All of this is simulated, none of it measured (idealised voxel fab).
Title: Process Module voxel fin reveal
The cross-section shown here is cut; it is 215 nm wide and divided into square cells measuring 5 nm on a side.
We lay out every cross-section as a grid of square cells and spell it out in bands from the top down, where one band means one or more rows of cells. Band: top and bottom heights (nm) first, top before bottom; then materials from left to right, widths in nm. "edge to edge" marks a sole material filling the band edge to edge. "empty" denotes empty space. Measure heights from 0. That's the level where, below it, the as-received wafer is all one material. The lowest band is bottomless and extends downward; write it as in "0 and below". Quick explanation for "30..40": the width changes in equal steps down the rows of cells, from the first number in the band's top row to the second number in its bottom row. "same as before" for a step: no cell of the cross-section changed in that step. "Closed internal cavities": empty spaces of 8 cells or more with no open way to the top, each given as width x height at distance, distance from the left edge, all in nm. That trailing text on a step's line, after the settings, is the simulator's own remark on the step. Each step line may optionally specify "overlay nm", which for a step with a mask gives the rightward distance between the mask's planned place and where it lay, a negative value indicating the leftward direction.
**Process steps - plan**
1. RECEIVE with material Si
2. CONFORMAL_DEP with material SiN, thk nm 10
3. MASKED_ETCH with tone cover, mask id FINS, width nm 15, pitch nm 45, etch materials SiN, depth nm 10, overlay nm -15
4. MASKED_ETCH with tone cover, mask id FINS, width nm 15, pitch nm 45, etch materials Si, depth nm 30, overlay nm 0
5. OXIDIZE with depth nm 5
6. FILL_DEP with material SiO2, thk nm 15
7. CMP with height nm 10
8. SELECTIVE_ETCH with etch materials SiO2, depth nm 20
9. STRIP with etch materials SiN
Quick note for whoever runs this: the wafers start identical, but the overlay nm at step 3 isn't the same across them. The plan just shows what the first wafer had.
**First of several wafers, received after step 1, in cross-section**
0 and below = Si edge to edge
Closed internal cavities: none
**Every row in this table is a wafer at the end of the module, and it gives, for each of the materials, the cells that wafer has gained (+) or lost (-) since it was received, then its closed voids**
overlay nm -15 | -251 Si | +175 SiO2 | Closed internal cavities: none
overlay nm -10 | -263 Si | +185 SiO2 | Closed internal cavities: none
overlay nm -5 | -275 Si | +195 SiO2 | Closed internal cavities: none
overlay nm 0 | -287 Si | +205 SiO2 | Closed internal cavities: none
overlay nm 5 | -275 Si | +195 SiO2 | Closed internal cavities: none
overlay nm 10 | -263 Si | +185 SiO2 | Closed internal cavities: none
overlay nm 15 | -251 Si | +175 SiO2 | Closed internal cavities: none
